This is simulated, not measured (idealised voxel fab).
Proc. module: voxel self aligned vias
The cross-section shown here is cut; it is 225 nm wide and divided into square cells measuring 5 nm on a side.
Cross-section format: a grid of square cells, given as bands from top to bottom; each band is one or more rows of cells.
What a band's entry tells you: where the top is and where the bottom is, as heights in nm, and after that what lies inside, material by material from left to right, each with its width in nm. Empty space is written as the word "empty", and a single material marked with the word "full width" occupies the band from edge to edge.
Height datum 0, below which the as-received substrate wafer is one material. Lowest band open at the bottom, running downward: "0 nm and below".
Width: "30 to 40" (first number = top row, second number = bottom row, same change from row to row of cells).
"no alteration", as given for a step, is the statement that not any cell of the cross-section underwent a change during that step.
Voids not open to the top, 8 cells minimum: see "Enclosed empty spaces". Written width x height at distance; distance is from the left edge; nm.
Anything after a step's settings on that line? It's the simulator's own note about the step.
The setting "overlay nm" may be written on the line of a step. When the step uses a mask, the value reports how far to the right of the planned place the mask lay, and a negative value reports that it lay to the left.

### Intended process steps
1 RECEIVE with material Si
2 CONFORMAL_DEP with material SiO2, thk nm 15
3 CONFORMAL_DEP with material SiCN, thk nm 5
4 DIRECTIONAL_DEP with material SiO2, thk nm 20
5 DIRECTIONAL_DEP with material aC, thk nm 10
6 PATTERN with tone open, mask id LINES, material resist, width nm 20, pitch nm 45, thk nm 25, overlay nm 0
7 DIRECTIONAL_ETCH with etch materials aC, depth nm 10
8 STRIP with etch materials resist
9 DIRECTIONAL_ETCH with etch materials SiO2, depth nm 20
10 STRIP with etch materials aC
11 CONFORMAL_DEP with material TiN, thk nm 5
12 FILL_DEP with material Ru, thk nm 10
13 CMP with height nm 40
14 SELECTIVE_ETCH with etch materials W Ru TiN, depth nm 5
15 FILL_DEP with material SiN, thk nm 10
16 CMP with height nm 40
17 DIRECTIONAL_DEP with material SiO2, thk nm 20
18 MASKED_ETCH with tone open, mask id VIAS, width nm 30, etch materials SiO2, depth nm 20, overlay nm 0
19 MASKED_ETCH with tone open, mask id VIAS, width nm 30, etch materials SiN, depth nm 5, overlay nm 0
20 CONFORMAL_DEP with material TiN, thk nm 5
21 FILL_DEP with material Ru, thk nm 5
22 CMP with height nm 60
23 CONFORMAL_DEP with material SiCN, thk nm 5

### The first wafer of two, processed as planned

### Delivered wafer in cross-section: state after step 1
  0 nm and below: Si full width
  Enclosed empty spaces: none

### The wafer in cross-section once step 2 is complete
  15 nm to 0 nm: SiO2 full width
  Below a height of 0, the structure has not been altered.

### The wafer in cross-section once step 3 is complete
  20 nm to 15 nm: SiCN full width
  Below a height of 15, the structure has not been altered.

### The wafer in cross-section once step 4 is complete
  40 nm to 20 nm: SiO2 full width
  Below a height of 20, the structure has not been altered.

### The wafer in cross-section once step 5 is complete
  50 nm to 40 nm: aC full width
  Below a height of 40, the structure has not been altered.

### The wafer in cross-section once step 6 is complete
  75 nm to 50 nm: resist 80  empty 20  resist 25  empty 20  resist 80
  Below a height of 50, the structure has not been altered.

### The wafer in cross-section once step 7 is complete
  65 nm to 50 nm: resist 80  empty 20  resist 25  empty 20  resist 80
  50 nm to 40 nm: aC 80  empty 20  aC 25  empty 20  aC 80
  Below a height of 40, the structure has not been altered.

### The wafer in cross-section once step 8 is complete
  50 nm to 40 nm: aC 80  empty 20  aC 25  empty 20  aC 80
  Below a height of 40, the structure has not been altered.

### The wafer in cross-section once step 9 is complete
  50 nm to 40 nm: aC 80  empty 20  aC 25  empty 20  aC 80
  40 nm to 20 nm: SiO2 80  empty 20  SiO2 25  empty 20  SiO2 80
  Below a height of 20, the structure has not been altered.

### The wafer in cross-section once step 10 is complete
  40 nm to 20 nm: SiO2 80  empty 20  SiO2 25  empty 20  SiO2 80
  Below a height of 20, the structure has not been altered.

### The wafer in cross-section once step 11 is complete
  45 nm to 40 nm: TiN 85  empty 10  TiN 35  empty 10  TiN 85
  40 nm to 25 nm: SiO2 80  TiN 5  empty 10  TiN 5  SiO2 25  TiN 5  empty 10  TiN 5  SiO2 80
  25 nm to 20 nm: SiO2 80  TiN 20  SiO2 25  TiN 20  SiO2 80
  Below a height of 20, the structure has not been altered.

### The wafer in cross-section once step 12 is complete
  55 nm to 45 nm: Ru full width
  45 nm to 40 nm: TiN 85  Ru 10  TiN 35  Ru 10  TiN 85
  40 nm to 25 nm: SiO2 80  TiN 5  Ru 10  TiN 5  SiO2 25  TiN 5  Ru 10  TiN 5  SiO2 80
  Below a height of 25, the structure has not been altered.

### The wafer in cross-section once step 13 is complete
  40 nm to 25 nm: SiO2 80  TiN 5  Ru 10  TiN 5  SiO2 25  TiN 5  Ru 10  TiN 5  SiO2 80
  Below a height of 25, the structure has not been altered.

### The wafer in cross-section once step 14 is complete
  40 nm to 35 nm: SiO2 80  empty 20  SiO2 25  empty 20  SiO2 80
  Below a height of 35, the structure has not been altered.

### The wafer in cross-section once step 15 is complete
  50 nm to 40 nm: SiN full width
  40 nm to 35 nm: SiO2 80  SiN 20  SiO2 25  SiN 20  SiO2 80
  Below a height of 35, the structure has not been altered.

### The wafer in cross-section once step 16 is complete
  40 nm to 35 nm: SiO2 80  SiN 20  SiO2 25  SiN 20  SiO2 80
  Below a height of 35, the structure has not been altered.

### The wafer in cross-section once step 17 is complete
  60 nm to 40 nm: SiO2 full width
  Below a height of 40, the structure has not been altered.

### The wafer in cross-section once step 18 is complete
  60 nm to 40 nm: SiO2 75  empty 30  SiO2 120
  Below a height of 40, the structure has not been altered.

### The wafer in cross-section once step 19 is complete
  60 nm to 40 nm: SiO2 75  empty 30  SiO2 120
  40 nm to 35 nm: SiO2 80  empty 20  SiO2 25  SiN 20  SiO2 80
  Below a height of 35, the structure has not been altered.

### The wafer in cross-section once step 20 is complete
  65 nm to 60 nm: TiN 80  empty 20  TiN 125
  60 nm to 45 nm: SiO2 75  TiN 5  empty 20  TiN 5  SiO2 120
  45 nm to 40 nm: SiO2 75  TiN 10  empty 10  TiN 10  SiO2 120
  40 nm to 35 nm: SiO2 80  TiN 20  SiO2 25  SiN 20  SiO2 80
  Below a height of 35, the structure has not been altered.

### The wafer in cross-section once step 21 is complete
  70 nm to 65 nm: Ru full width
  65 nm to 60 nm: TiN 80  Ru 20  TiN 125
  60 nm to 45 nm: SiO2 75  TiN 5  Ru 20  TiN 5  SiO2 120
  45 nm to 40 nm: SiO2 75  TiN 10  Ru 10  TiN 10  SiO2 120
  Below a height of 40, the structure has not been altered.

### The wafer in cross-section once step 22 is complete
  60 nm to 45 nm: SiO2 75  TiN 5  Ru 20  TiN 5  SiO2 120
  Below a height of 45, the structure has not been altered.

### The wafer in cross-section once step 23 is complete
  65 nm to 60 nm: SiCN full width
  Below a height of 60, the structure has not been altered.

### Wafer two. Identical start, identical plan. One mistake in execution. Identical history through step 2

when step 3 should have ended: no alteration

### when step 4 should have ended
  35 nm to 0 nm: SiO2 full width
  Below a height of 0, the structure has not been altered.

### when step 5 should have ended
  45 nm to 35 nm: aC full width
  Below a height of 35, the structure has not been altered.

### when step 6 should have ended
  70 nm to 45 nm: resist 80  empty 20  resist 25  empty 20  resist 80
  Below a height of 45, the structure has not been altered.

### when step 7 should have ended
  60 nm to 45 nm: resist 80  empty 20  resist 25  empty 20  resist 80
  45 nm to 35 nm: aC 80  empty 20  aC 25  empty 20  aC 80
  Below a height of 35, the structure has not been altered.

### when step 8 should have ended
  45 nm to 35 nm: aC 80  empty 20  aC 25  empty 20  aC 80
  Below a height of 35, the structure has not been altered.

### when step 9 should have ended
  45 nm to 35 nm: aC 80  empty 20  aC 25  empty 20  aC 80
  35 nm to 15 nm: SiO2 80  empty 20  SiO2 25  empty 20  SiO2 80
  Below a height of 15, the structure has not been altered.

### when step 10 should have ended
  35 nm to 15 nm: SiO2 80  empty 20  SiO2 25  empty 20  SiO2 80
  Below a height of 15, the structure has not been altered.

### when step 11 should have ended
  40 nm to 35 nm: TiN 85  empty 10  TiN 35  empty 10  TiN 85
  35 nm to 20 nm: SiO2 80  TiN 5  empty 10  TiN 5  SiO2 25  TiN 5  empty 10  TiN 5  SiO2 80
  20 nm to 15 nm: SiO2 80  TiN 20  SiO2 25  TiN 20  SiO2 80
  Below a height of 15, the structure has not been altered.

### when step 12 should have ended
  50 nm to 40 nm: Ru full width
  40 nm to 35 nm: TiN 85  Ru 10  TiN 35  Ru 10  TiN 85
  35 nm to 20 nm: SiO2 80  TiN 5  Ru 10  TiN 5  SiO2 25  TiN 5  Ru 10  TiN 5  SiO2 80
  Below a height of 20, the structure has not been altered.

### when step 13 should have ended
  40 nm to 35 nm: TiN 85  Ru 10  TiN 35  Ru 10  TiN 85
  Below a height of 35, the structure has not been altered.

### when step 14 should have ended
  35 nm to 20 nm: SiO2 80  TiN 5  Ru 10  TiN 5  SiO2 25  TiN 5  Ru 10  TiN 5  SiO2 80
  Below a height of 20, the structure has not been altered.

### when step 15 should have ended
  45 nm to 35 nm: SiN full width
  Below a height of 35, the structure has not been altered.

### when step 16 should have ended
  40 nm to 35 nm: SiN full width
  Below a height of 35, the structure has not been altered.

### when step 17 should have ended
  60 nm to 40 nm: SiO2 full width
  Below a height of 40, the structure has not been altered.

### when step 18 should have ended
  60 nm to 40 nm: SiO2 75  empty 30  SiO2 120
  Below a height of 40, the structure has not been altered.

### when step 19 should have ended
  60 nm to 40 nm: SiO2 75  empty 30  SiO2 120
  40 nm to 35 nm: SiN 75  empty 30  SiN 120
  Below a height of 35, the structure has not been altered.

### when step 20 should have ended
  65 nm to 60 nm: TiN 80  empty 20  TiN 125
  60 nm to 40 nm: SiO2 75  TiN 5  empty 20  TiN 5  SiO2 120
  40 nm to 35 nm: SiN 75  TiN 30  SiN 120
  Below a height of 35, the structure has not been altered.

### when step 21 should have ended
  70 nm to 65 nm: Ru full width
  65 nm to 60 nm: TiN 80  Ru 20  TiN 125
  60 nm to 40 nm: SiO2 75  TiN 5  Ru 20  TiN 5  SiO2 120
  Below a height of 40, the structure has not been altered.

### when step 22 should have ended
  60 nm to 40 nm: SiO2 75  TiN 5  Ru 20  TiN 5  SiO2 120
  Below a height of 40, the structure has not been altered.

### when step 23 should have ended
  65 nm to 60 nm: SiCN full width
  Below a height of 60, the structure has not been altered.
Heads up, the wafer didn't run the way we planned it: with respect to the plan, step 3 was omitted and not executed
The second wafer ends with more or fewer cells of some materials than the first, per final count: Ru +6 | SiCN -45 | SiN +35 | TiN +4
